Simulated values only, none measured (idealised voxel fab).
The document below concerns the process module designated voxel self aligned contacts.
Xsec cut, 170 nm wide, square cell size 5 nm.
Throughout this document, each cross-section is represented as a grid of square cells and is presented as a sequence of bands enumerated from the top downward, where a band comprises one or more rows of cells.
What a band's entry tells you: where the top is and where the bottom is, as heights in nm, and after that what lies inside, material by material from left to right, each with its width in nm. Empty space is written as the word "blank", and a single material marked with the word "full width" occupies the band from edge to edge.
Convention: height 0 is the level below which the wafer, as received, is all one material. The lowest band does not terminate at the bottom but continues downward, represented as "top 0, no bottom".
A two-number width, for instance "30..40", indicates that the width is equal to the first number in the top row of the band and to the second number in the bottom row, and that it changes by a constant amount per row of cells.
Reading "nothing different" for a step: not a cell of the cross-section changed in it.
Basically, "Sealed-off cavities" tells you about the enclosed voids: empty spaces with no open way to the top, 8 cells or bigger, each written width x height at distance, where distance is from the left edge, all in nm.
Step line, after settings: the simulator's comment on this step.
overlay nm: how far to the right of its planned place the mask lay on this masked step (negative: to the left).
### Process steps (planned)
1) op RECEIVE | material Si
2) op CONFORMAL_DEP | material SiO2 | thk nm 5
3) op DIRECTIONAL_DEP | material polySi | thk nm 30
4) op DIRECTIONAL_DEP | material SiN | thk nm 20
5) op DIRECTIONAL_DEP | material aC | thk nm 10
6) op PATTERN | tone cover | mask id GATE | material resist | width nm 30 | pitch nm 60 | thk nm 25 | overlay nm 0
7) op DIRECTIONAL_ETCH | etch materials aC | depth nm 10
8) op STRIP | etch materials resist
9) op DIRECTIONAL_ETCH | etch materials SiN | depth nm 20
10) op DIRECTIONAL_ETCH | etch materials polySi | depth nm 30
11) op STRIP | etch materials aC
12) op CONFORMAL_DEP | material SiN | thk nm 5
13) op DIRECTIONAL_ETCH | etch materials SiN | depth nm 5
14) op FILL_DEP | material SiO2 | thk nm 10
15) op CMP | height nm 60
16) op PATTERN | tone open | mask id CONTACT | material resist | width nm 40 | thk nm 15 | overlay nm 0
17) op DIRECTIONAL_ETCH | etch materials SiO2 | depth nm 60
18) op STRIP | etch materials resist
19) op CONFORMAL_DEP | material TiN | thk nm 5
20) op FILL_DEP | material W | thk nm 5
21) op CMP | height nm 60
22) op CONFORMAL_DEP | material SiN | thk nm 5
### Cross-section of the wafer as it came to us, i.e., already through step 1
	top 0, no bottom: Si full width
	Sealed-off cavities: none
### The plan above was carried out on the starting structure above with one mistake, and this cross-section shows the wafer at the end of the module
	top 65, bottom 60: SiN full width
	top 60, bottom 50: SiO2 (65)  TiN (5..10)  W (30..20)  TiN (5..10)  SiO2 (65)
	top 50, bottom 35: SiO2 (40)  SiN (30)  TiN (5)  W (20)  TiN (5)  SiN (30)  SiO2 (40)
	top 35, bottom 5: SiO2 (40)  polySi (30)  TiN (5)  W (20)  TiN (5)  polySi (30)  SiO2 (40)
	top 5, bottom 0: SiO2 (70)  TiN (30)  SiO2 (70)
	top 0, no bottom: Si full width
	Sealed-off cavities: none
So what did we get wrong on this run? step 12 of the plan was bypassed and not carried out
